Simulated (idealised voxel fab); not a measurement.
process module | voxel released beams
Each square cell in cross-section cut measures 5 nm, and the section as a whole is 255 nm wide.
Square cells in a grid make up a cross-section in this document, and the grid is given as bands, listed from the top down, each one or more rows of cells.
First you get the band's top height and its bottom height, in nm, and then the materials it's made of, left to right, with each width in nm. If you see a single material with "full width", that one covers the band edge to edge. "blank" is empty space.
A quick word on heights: they are counted from 0, and under that level the wafer as it came to us is one material throughout. The lowest band is different from the rest in having no bottom; it simply continues downward, written as in "0..down".
Quick explanation for "30..40": the width changes in equal steps down the rows of cells, from the first number in the band's top row to the second number in its bottom row.
"all unchanged" for a step: no cell of the cross-section changed in that step.
Any empty space of 8 cells or more lacking an open way to the top shows up in "Closed void catalog" as width x height at distance, distance from the left edge, in nm.
Whatever follows a step's settings on its line is a remark the simulator itself makes about that step.
The "overlay nm" setting may appear on a step's line; for a step that uses a mask, it gives how far to the right of its planned position the mask lay, and a negative value indicates the left.

So here's the lineup of process steps we planned:
1. RECEIVE, material Si
2. CONFORMAL_DEP, material Al2O3, thk nm 10
3. DIRECTIONAL_DEP, material SiO2, thk nm 15
4. DIRECTIONAL_DEP, material aC, thk nm 15
5. PATTERN, tone open, mask id ANCHOR, material resist, width nm 35, thk nm 30, overlay nm 0
6. DIRECTIONAL_ETCH, etch materials aC, depth nm 15
7. STRIP, etch materials resist
8. DIRECTIONAL_ETCH, etch materials SiO2, depth nm 15
9. STRIP, etch materials aC
10. CONFORMAL_DEP, material polySi, thk nm 15
11. PATTERN, tone cover, mask id BEAM, material resist, width nm 110, thk nm 20, overlay nm 0
12. DIRECTIONAL_ETCH, etch materials polySi, depth nm 15
13. STRIP, etch materials resist
14. STRIP, etch materials SiO2
Every wafer here starts from the same state; it is the step 5 width nm that distinguishes them, and the value the plan gives belongs to the first wafer.

Cross-section of the first of several received wafers, showing its state after step 1:
	0..down | Si full width
	Closed void catalog: none

Row per wafer, end-of-module: cell gain (+)/loss (-) by material since the wafer came in, then closed voids:
width nm 35 | +102 Al2O3 | +84 polySi | Closed void catalog: none
width nm 40 | +102 Al2O3 | +84 polySi | Closed void catalog: none
width nm 45 | +102 Al2O3 | +84 polySi | Closed void catalog: none
width nm 50 | +102 Al2O3 | +84 polySi | Closed void catalog: none
width nm 55 | +102 Al2O3 | +84 polySi | Closed void catalog: none
width nm 60 | +102 Al2O3 | +84 polySi | Closed void catalog: none
